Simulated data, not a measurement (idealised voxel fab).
process module | voxel air gaps
cross-section cut | 270 nm wide | cells 5 nm
A cross-section is a grid of square cells, given in bands from the top down. A band is one or more rows of cells.
Each band's line starts with the height of the band's top and of its bottom, in nm. Then come its materials from left to right, each with its width in nm. One material with "throughout" fills the band from edge to edge. "air" is empty space.
Height 0 is the level under which the wafer as received is all one material. The lowest band goes on downwards, as in "0 down".
A width such as "30 to 40" changes by the same amount from each row of cells to the next, from the band's top row to its bottom row.
"no change" after a step means that no cell of the cross-section changed.
closed voids: empty space of 8 cells or more with no open way to the top, each as width x height at its distance from the left edge, in nm
after a step's settings: what the simulator itself notes on the step
overlay nm, on a step with a mask: how far to the right of its planned place the mask lay; to the left if negative
plan
1 op RECEIVE | material Si
2 op CONFORMAL_DEP | material SiO2 | thk nm 10
3 op CONFORMAL_DEP | material SiN | thk nm 5
4 op DIRECTIONAL_DEP | material SiO2 | thk nm 35
5 op MASKED_ETCH | tone open | mask id LINES | width nm 20 | pitch nm 45 | etch materials SiO2 | depth nm 35 | overlay nm -15
6 op CONFORMAL_DEP | material TiN | thk nm 5
7 op FILL_DEP | material W | thk nm 5
8 op CMP | height nm 50
9 op EPI | material Ru | thk nm 10
10 op SELECTIVE_ETCH | etch materials SiO2 | depth nm 45
11 op CONFORMAL_DEP | material SiCN | thk nm 5
varied across the wafers: overlay nm of step 5. The plan shows the first wafer's value. All wafers start alike
first wafer as received, after step 1
  0 down: Si throughout
  closed voids: none
each wafer at the end: cells of each material gained (+) or lost (-) since it was received, then its closed voids
overlay nm -15 | +64 Ru | +146 SiCN | +54 SiN | +108 SiO2 | +64 TiN | +48 W | closed voids: 15 x 25 at 65; 15 x 25 at 110; 15 x 25 at 155
overlay nm -10 | +64 Ru | +146 SiCN | +54 SiN | +108 SiO2 | +64 TiN | +48 W | closed voids: 15 x 25 at 70; 15 x 25 at 115; 15 x 25 at 160
overlay nm -5 | +64 Ru | +146 SiCN | +54 SiN | +108 SiO2 | +64 TiN | +48 W | closed voids: 15 x 25 at 75; 15 x 25 at 120; 15 x 25 at 165
overlay nm 0 | +64 Ru | +146 SiCN | +54 SiN | +108 SiO2 | +64 TiN | +48 W | closed voids: 15 x 25 at 80; 15 x 25 at 125; 15 x 25 at 170
overlay nm 5 | +64 Ru | +146 SiCN | +54 SiN | +108 SiO2 | +64 TiN | +48 W | closed voids: 15 x 25 at 85; 15 x 25 at 130; 15 x 25 at 175
overlay nm 10 | +64 Ru | +146 SiCN | +54 SiN | +108 SiO2 | +64 TiN | +48 W | closed voids: 15 x 25 at 90; 15 x 25 at 135; 15 x 25 at 180
overlay nm 15 | +64 Ru | +146 SiCN | +54 SiN | +108 SiO2 | +64 TiN | +48 W | closed voids: 15 x 25 at 95; 15 x 25 at 140; 15 x 25 at 185
